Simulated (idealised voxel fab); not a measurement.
Presented below is a process module, voxel released beams.
The width of the displayed cross-section, cut, is 220 nm; its cells are square, with a size of 5 nm.
Cross-section, as written here: a square-cell grid given band by band from the top down, where a band holds one or more rows of cells.
Top height, bottom height, nm. Materials left to right, width each, nm. Single material + "throughout" = fills band edge to edge. "air" = empty.
Basically, 0 is our baseline, since under it the wafer straight out of the box is all one material. The bottom band has no lower end and keeps on going down, so it looks like "0..down".
The expression "30 to 40" gives the width at the extremes of the band, the first number at its top row of cells and the second at its bottom row, with the width changing by equal amounts from each row to the next in between.
"nothing altered" -> step changed no cross-section cell.
The list in "Fully sealed voids" covers empty spaces of 8 cells or more that cannot reach the top through any open way, and it gives each as width x height at distance; the distance is from the left edge, and width, height and distance are in nm.
If you see something after the settings on a step's line, that's the simulator's own remark about that step.
For masked steps, "overlay nm" on the step line gives how far right of plan the mask actually lay; a minus sign means it lay to the left.
Before/after cross-section pairs, one process step each; after shown to lowest changed band; step and settings beneath. Pairs may be from different runs of this module on the same starting wafer; a pair continues from the one above only where its "Incoming structure" entry says so.
Incoming structure
> 0..down  Si throughout
> Fully sealed voids: none
Resulting Cross-Section
> 5..0  SiN throughout
> Below a height of 0, the structure has not been altered.
> Fully sealed voids: none
What step was run between the cross-section before it and the cross-section after it, both above? CONFORMAL_DEP, material SiN, thk nm 5
Incoming structure: as in the pair right above, post-step view.
Resulting Cross-Section
> 15..5  SiO2 throughout
> Below a height of 5, the structure has not been altered.
> Fully sealed voids: none
What step was run between the cross-section before it and the cross-section after it, both above? DIRECTIONAL_DEP, material SiO2, thk nm 10
Incoming structure: as in the pair right above, post-step view.
Resulting Cross-Section
> 15..5  65 nm SiO2 | 25 nm air | 130 nm SiO2
> Below a height of 5, the structure has not been altered.
> Fully sealed voids: none
What step was run between the cross-section before it and the cross-section after it, both above? MASKED_ETCH, tone open, mask id ANCHOR, width nm 25, etch materials SiO2, depth nm 10, overlay nm 0
Incoming structure: as in the pair right above, post-step view.
Resulting Cross-Section
> 25..15  75 nm polySi | 5 nm air | 140 nm polySi
> 15..5  65 nm SiO2 | 25 nm polySi | 130 nm SiO2
> Below a height of 5, the structure has not been altered.
> Fully sealed voids: none
What step was run between the cross-section before it and the cross-section after it, both above? CONFORMAL_DEP, material polySi, thk nm 10
Incoming structure: as in the pair right above, post-step view.
Resulting Cross-Section
> 25..15  60 nm air | 15 nm polySi | 5 nm air | 75 nm polySi | 65 nm air
> Below a height of 15, the structure has not been altered.
> Fully sealed voids: none
What step was run between the cross-section before it and the cross-section after it, both above? MASKED_ETCH, tone cover, mask id BEAM, width nm 95, etch materials polySi, depth nm 10, overlay nm 0
Incoming structure: as in the pair right above, post-step view.
Resulting Cross-Section
> 25..15  60 nm air | 15 nm polySi | 5 nm air | 75 nm polySi | 65 nm air
> 15..5  65 nm air | 25 nm polySi | 130 nm air
> Below a height of 5, the structure has not been altered.
> Fully sealed voids: none
What step was run between the cross-section before it and the cross-section after it, both above? STRIP, etch materials SiO2
Incoming structure
> 0..down  Si throughout
> Fully sealed voids: none
Resulting Cross-Section
> 10..0  SiO2 throughout
> Below a height of 0, the structure has not been altered.
> Fully sealed voids: none
What step was run between the cross-section before it and the cross-section after it, both above? DIRECTIONAL_DEP, material SiO2, thk nm 10
Incoming structure: as in the pair right above, post-step view.
Resulting Cross-Section
> 10..0  65 nm SiO2 | 25 nm air | 130 nm SiO2
> Below a height of 0, the structure has not been altered.
> Fully sealed voids: none
What step was run between the cross-section before it and the cross-section after it, both above? MASKED_ETCH, tone open, mask id ANCHOR, width nm 25, etch materials SiO2, depth nm 10, overlay nm 0
Incoming structure: as in the pair right above, post-step view.
Resulting Cross-Section
> 20..10  75 nm polySi | 5 nm air | 140 nm polySi
> 10..0  65 nm SiO2 | 25 nm polySi | 130 nm SiO2
> Below a height of 0, the structure has not been altered.
> Fully sealed voids: none
What step was run between the cross-section before it and the cross-section after it, both above? CONFORMAL_DEP, material polySi, thk nm 10
Incoming structure: as in the pair right above, post-step view.
Resulting Cross-Section
> 20..10  60 nm air | 15 nm polySi | 5 nm air | 75 nm polySi | 65 nm air
> Below a height of 10, the structure has not been altered.
> Fully sealed voids: none
What step was run between the cross-section before it and the cross-section after it, both above? MASKED_ETCH, tone cover, mask id BEAM, width nm 95, etch materials polySi, depth nm 10, overlay nm 0
Incoming structure: as in the pair right above, post-step view.
Resulting Cross-Section
> 20..10  60 nm air | 15 nm polySi | 5 nm air | 75 nm polySi | 65 nm air
> 10..0  65 nm air | 25 nm polySi | 130 nm air
> Below a height of 0, the structure has not been altered.
> Fully sealed voids: none
What step was run between the cross-section before it and the cross-section after it, both above? STRIP, etch materials SiO2
Incoming structure
> 10..0  SiO2 throughout
> 0..down  Si throughout
> Fully sealed voids: none
Resulting Cross-Section
> 15..10  SiN throughout
> Below a height of 10, the structure has not been altered.
> Fully sealed voids: none
What step was run between the cross-section before it and the cross-section after it, both above? CONFORMAL_DEP, material SiN, thk nm 5
Incoming structure: as in the pair right above, post-step view.
Resulting Cross-Section
> 25..15  polySi throughout
> Below a height of 15, the structure has not been altered.
> Fully sealed voids: none
What step was run between the cross-section before it and the cross-section after it, both above? CONFORMAL_DEP, material polySi, thk nm 10
Incoming structure: as in the pair right above, post-step view.
Resulting Cross-Section
> 25..15  60 nm air | 95 nm polySi | 65 nm air
> Below a height of 15, the structure has not been altered.
> Fully sealed voids: none
What step was run between the cross-section before it and the cross-section after it, both above? MASKED_ETCH, tone cover, mask id BEAM, width nm 95, etch materials polySi, depth nm 10, overlay nm 0
Incoming structure
> 0..down  Si throughout
> Fully sealed voids: none
Resulting Cross-Section
> 15..0  SiN throughout
> Below a height of 0, the structure has not been altered.
> Fully sealed voids: none
What step was run between the cross-section before it and the cross-section after it, both above? CONFORMAL_DEP, material SiN, thk nm 15
Incoming structure: as in the pair right above, post-step view.
Resulting Cross-Section
> 25..15  SiO2 throughout
> Below a height of 15, the structure has not been altered.
> Fully sealed voids: none
What step was run between the cross-section before it and the cross-section after it, both above? DIRECTIONAL_DEP, material SiO2, thk nm 10
Incoming structure: as in the pair right above, post-step view.
Resulting Cross-Section
> 25..15  65 nm SiO2 | 25 nm air | 130 nm SiO2
> Below a height of 15, the structure has not been altered.
> Fully sealed voids: none
What step was run between the cross-section before it and the cross-section after it, both above? MASKED_ETCH, tone open, mask id ANCHOR, width nm 25, etch materials SiO2, depth nm 10, overlay nm 0
Incoming structure: as in the pair right above, post-step view.
Resulting Cross-Section
> 35..25  75 nm polySi | 5 nm air | 140 nm polySi
> 25..15  65 nm SiO2 | 25 nm polySi | 130 nm SiO2
> Below a height of 15, the structure has not been altered.
> Fully sealed voids: none
What step was run between the cross-section before it and the cross-section after it, both above? CONFORMAL_DEP, material polySi, thk nm 10
Incoming structure: as in the pair right above, post-step view.
Resulting Cross-Section
> 35..25  60 nm air | 15 nm polySi | 5 nm air | 75 nm polySi | 65 nm air
> Below a height of 25, the structure has not been altered.
> Fully sealed voids: none
What step was run between the cross-section before it and the cross-section after it, both above? MASKED_ETCH, tone cover, mask id BEAM, width nm 95, etch materials polySi, depth nm 10, overlay nm 0
Incoming structure: as in the pair right above, post-step view.
Resulting Cross-Section
> 35..25  60 nm air | 15 nm polySi | 5 nm air | 75 nm polySi | 65 nm air
> 25..15  65 nm air | 25 nm polySi | 130 nm air
> Below a height of 15, the structure has not been altered.
> Fully sealed voids: none
What step was run between the cross-section before it and the cross-section after it, both above? STRIP, etch materials SiO2
Incoming structure
> 15..5  SiO2 throughout
> 5..0  SiN throughout
> 0..down  Si throughout
> Fully sealed voids: none
Resulting Cross-Section
> 15..5  70 nm SiO2 | 15 nm air | 135 nm SiO2
> Below a height of 5, the structure has not been altered.
> Fully sealed voids: none
What step was run between the cross-section before it and the cross-section after it, both above? MASKED_ETCH, tone open, mask id ANCHOR, width nm 15, etch materials SiO2, depth nm 10, overlay nm 0
Incoming structure: as in the pair right above, post-step view.
Resulting Cross-Section
> 25..15  polySi throughout
> 15..5  70 nm SiO2 | 15 nm polySi | 135 nm SiO2
> Below a height of 5, the structure has not been altered.
> Fully sealed voids: none
What step was run between the cross-section before it and the cross-section after it, both above? CONFORMAL_DEP, material polySi, thk nm 10
Incoming structure: as in the pair right above, post-step view.
Resulting Cross-Section
> 25..15  60 nm air | 95 nm polySi | 65 nm air
> Below a height of 15, the structure has not been altered.
> Fully sealed voids: none
What step was run between the cross-section before it and the cross-section after it, both above? MASKED_ETCH, tone cover, mask id BEAM, width nm 95, etch materials polySi, depth nm 10, overlay nm 0
Incoming structure: as in the pair right above, post-step view.
Resulting Cross-Section
> 25..15  60 nm air | 95 nm polySi | 65 nm air
> 15..5  70 nm air | 15 nm polySi | 135 nm air
> Below a height of 5, the structure has not been altered.
> Fully sealed voids: none
What step was run between the cross-section before it and the cross-section after it, both above? STRIP, etch materials SiO2
Incoming structure
> 25..15  75 nm polySi | 5 nm air | 140 nm polySi
> 15..5  65 nm SiO2 | 25 nm polySi | 130 nm SiO2
> 5..0  SiN throughout
> 0..down  Si throughout
> Fully sealed voids: none
Resulting Cross-Section
> 25..15  65 nm air | 10 nm polySi | 5 nm air | 80 nm polySi | 60 nm air
> Below a height of 15, the structure has not been altered.
> Fully sealed voids: none
What step was run between the cross-section before it and the cross-section after it, both above? MASKED_ETCH, tone cover, mask id BEAM, width nm 95, etch materials polySi, depth nm 10, overlay nm 5
Incoming structure: as in the pair right above, post-step view.
Resulting Cross-Section
> 25..15  65 nm air | 10 nm polySi | 5 nm air | 80 nm polySi | 60 nm air
> 15..5  65 nm air | 25 nm polySi | 130 nm air
> Below a height of 5, the structure has not been altered.
> Fully sealed voids: none
What step was run between the cross-section before it and the cross-section after it, both above? STRIP, etch materials SiO2
Incoming structure
> 0..down  Si throughout
> Fully sealed voids: none
Resulting Cross-Section
> 5..0  SiO2 throughout
> Below a height of 0, the structure has not been altered.
> Fully sealed voids: none
What step was run between the cross-section before it and the cross-section after it, both above? CONFORMAL_DEP, material SiO2, thk nm 5
Incoming structure: as in the pair right above, post-step view.
Resulting Cross-Section
> 15..0  SiO2 throughout
> Below a height of 0, the structure has not been altered.
> Fully sealed voids: none
What step was run between the cross-section before it and the cross-section after it, both above? DIRECTIONAL_DEP, material SiO2, thk nm 10
Incoming structure: as in the pair right above, post-step view.
Resulting Cross-Section
> 15..5  65 nm SiO2 | 25 nm air | 130 nm SiO2
> Below a height of 5, the structure has not been altered.
> Fully sealed voids: none
What step was run between the cross-section before it and the cross-section after it, both above? MASKED_ETCH, tone open, mask id ANCHOR, width nm 25, etch materials SiO2, depth nm 10, overlay nm 0
Incoming structure: as in the pair right above, post-step view.
Resulting Cross-Section
> 25..15  75 nm polySi | 5 nm air | 140 nm polySi
> 15..5  65 nm SiO2 | 25 nm polySi | 130 nm SiO2
> Below a height of 5, the structure has not been altered.
> Fully sealed voids: none
What step was run between the cross-section before it and the cross-section after it, both above? CONFORMAL_DEP, material polySi, thk nm 10
Incoming structure: as in the pair right above, post-step view.
Resulting Cross-Section
> 25..15  60 nm air | 15 nm polySi | 5 nm air | 75 nm polySi | 65 nm air
> Below a height of 15, the structure has not been altered.
> Fully sealed voids: none
What step was run between the cross-section before it and the cross-section after it, both above? MASKED_ETCH, tone cover, mask id BEAM, width nm 95, etch materials polySi, depth nm 10, overlay nm 0
Incoming structure: as in the pair right above, post-step view.
Resulting Cross-Section
> 0..down  Si throughout
> Fully sealed voids: none
What step was run between the cross-section before it and the cross-section after it, both above? STRIP, etch materials SiO2
Incoming structure
> 15..5  SiO2 throughout
> 5..0  SiN throughout
> 0..down  Si throughout
> Fully sealed voids: none
Resulting Cross-Section
> 15..5  65 nm air | 25 nm SiO2 | 130 nm air
> Below a height of 5, the structure has not been altered.
> Fully sealed voids: none
What step was run between the cross-section before it and the cross-section after it, both above? MASKED_ETCH, tone cover, mask id ANCHOR, width nm 25, etch materials SiO2, depth nm 10, overlay nm 0
Incoming structure: as in the pair right above, post-step view.
Resulting Cross-Section
> 25..15  55 nm air | 45 nm polySi | 120 nm air
> 15..5  65 nm polySi | 25 nm SiO2 | 130 nm polySi
> Below a height of 5, the structure has not been altered.
> Fully sealed voids: none
What step was run between the cross-section before it and the cross-section after it, both above? CONFORMAL_DEP, material polySi, thk nm 10
Incoming structure: as in the pair right above, post-step view.
Resulting Cross-Section
> 25..15  60 nm air | 40 nm polySi | 120 nm air
> 15..5  55 nm air | 10 nm polySi | 25 nm SiO2 | 65 nm polySi | 65 nm air
> Below a height of 5, the structure has not been altered.
> Fully sealed voids: none
What step was run between the cross-section before it and the cross-section after it, both above? MASKED_ETCH, tone cover, mask id BEAM, width nm 95, etch materials polySi, depth nm 10, overlay nm 0
